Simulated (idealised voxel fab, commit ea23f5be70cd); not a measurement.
Process module in this document: voxel released beams
The cross-section on display is named cut; it measures 205 nm wide, and its cells are 5 nm squares.
Heads up, the way a cross-section reads in here is a grid of square cells, handed over as bands from the top down, with every band being one or more rows of cells. Heights first: top, then bottom, in nm. Then materials, left to right, each with a width in nm. "full width" on a single material: fills the band edge to edge. "air": empty space. A quick word on heights: they are counted from 0, and under that level the wafer as it came to us is one material throughout. The lowest band is different from the rest in having no bottom; it simply continues downward, written as in "0 down". You'd read "30..40" like this: the band's top row of cells is as wide as the first number, its bottom row is as wide as the second, and going down, every row changes width by the same amount as the row before did. "same as before" means the step left every cell of the cross-section as it was. For the entry "Unvented cavities", the listed items are empty spaces with no open way to the top whose size is 8 cells or more; each item follows the pattern width x height at distance, where distance is from the left edge and all three are in nm. Where a step's line continues beyond its settings, the continuation is a remark by the simulator itself on that step. For masked steps, "overlay nm" on the step line gives how far right of plan the mask actually lay; a minus sign means it lay to the left.
Here's what the planned process steps look like
1) op RECEIVE | material Si
2) op CONFORMAL_DEP | material Al2O3 | thk nm 10
3) op DIRECTIONAL_DEP | material SiO2 | thk nm 15
4) op PATTERN | tone open | mask id ANCHOR | material resist | width nm 35 | thk nm 20 | overlay nm 0
5) op DIRECTIONAL_ETCH | etch materials SiO2 | depth nm 15
6) op STRIP | etch materials resist
7) op CONFORMAL_DEP | material polySi | thk nm 10
8) op DIRECTIONAL_DEP | material aC | thk nm 10
9) op PATTERN | tone cover | mask id BEAM | material resist | width nm 100 | thk nm 30 | overlay nm 0
10) op DIRECTIONAL_ETCH | etch materials aC | depth nm 10
11) op STRIP | etch materials resist
12) op DIRECTIONAL_ETCH | etch materials polySi | depth nm 10
13) op STRIP | etch materials aC
14) op STRIP | etch materials SiO2
As received, after step 1
> 0 down  Si full width
> Unvented cavities: none
What the wafer looks like in cross-section after this module, when it starts as shown above and follows the plan above but one mistake is made in running it
> 35 to 25  50 nm air; 50 nm polySi; 105 nm air
> 25 to 20  45 nm air; 10 nm polySi; 35 nm SiO2; 10 nm polySi; 105 nm air
> 20 to 10  45 nm air; 10 nm polySi; 35 nm SiO2; 60 nm polySi; 55 nm air
> 10 to 0  Al2O3 full width
> 0 down  Si full width
> Unvented cavities: none
Against the plan, the run slipped here: note that step 4 departed from the planned setting and was carried out as op PATTERN | tone cover | mask id ANCHOR | material resist | width nm 35 | thk nm 20 | overlay nm 0
